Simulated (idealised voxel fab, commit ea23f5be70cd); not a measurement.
A process module follows: voxel spacer lines.
Square cells of 5 nm make up the cross-section cut, whose width is 265 nm.
Square cells in a grid make up a cross-section in this document, and the grid is given as bands, listed from the top down, each one or more rows of cells.
The entry gives the band's vertical extent as a top height and a bottom height in nm, then its horizontal make-up as materials from left to right, each with a width in nm. "blank" stands for empty space; a single material marked "all across" fills the band edge to edge.
A quick word on heights: they are counted from 0, and under that level the wafer as it came to us is one material throughout. The lowest band is different from the rest in having no bottom; it simply continues downward, written as in "z 0 and below".
You'd read "30..40" like this: the band's top row of cells is as wide as the first number, its bottom row is as wide as the second, and going down, every row changes width by the same amount as the row before did.
The designation "left unchanged", where it is given for a processing step, indicates that no cell of the cross-section was altered in the course of that step.
The entry "Unvented cavities" lists the empty spaces that cover at least 8 cells and have no open path to the top. Each is written as width x height at distance, where the distance is measured from the left edge and all three values are in nm.
Past the settings on a step's line: simulator remark, on that step.
"overlay nm" answers the question of how far to the right of plan the mask lay on a step that has a mask, and when it is negative the answer is to the left.

The following list gives the planned process steps
1: op RECEIVE | material Si
2: op CONFORMAL_DEP | material Al2O3 | thk nm 10
3: op DIRECTIONAL_DEP | material TiN | thk nm 10
4: op DIRECTIONAL_DEP | material aC | thk nm 25
5: op PATTERN | tone cover | mask id MANDREL | material resist | width nm 20 | pitch nm 70 | thk nm 35 | overlay nm 0
6: op DIRECTIONAL_ETCH | etch materials aC | depth nm 25
7: op STRIP | etch materials resist
8: op CONFORMAL_DEP | material SiO2 | thk nm 5
9: op DIRECTIONAL_ETCH | etch materials SiO2 | depth nm 15
10: op STRIP | etch materials aC
11: op DIRECTIONAL_ETCH | etch materials TiN | depth nm 10
12: op STRIP | etch materials SiO2
Variable across wafers: step 8 thk nm (plan value is that of the first wafer; starting state common to all).

Cross-section of the first of several wafers on receipt, reflecting completion of step 1
	z 0 and below: Si all across
	Unvented cavities: none

Rows = wafers. At module end, each row lists per material the cells gained (+) or lost (-) since the wafer was received, then the closed voids
thk nm 5, +106 Al2O3, +12 TiN, Unvented cavities: none
thk nm 10, +106 Al2O3, +24 TiN, Unvented cavities: none
thk nm 15, +106 Al2O3, +36 TiN, Unvented cavities: none
thk nm 20, +106 Al2O3, +106 TiN, +60 aC, Unvented cavities: none
thk nm 25, +106 Al2O3, +106 TiN, +60 aC, Unvented cavities: none
thk nm 30, +106 Al2O3, +106 TiN, +60 aC, Unvented cavities: none
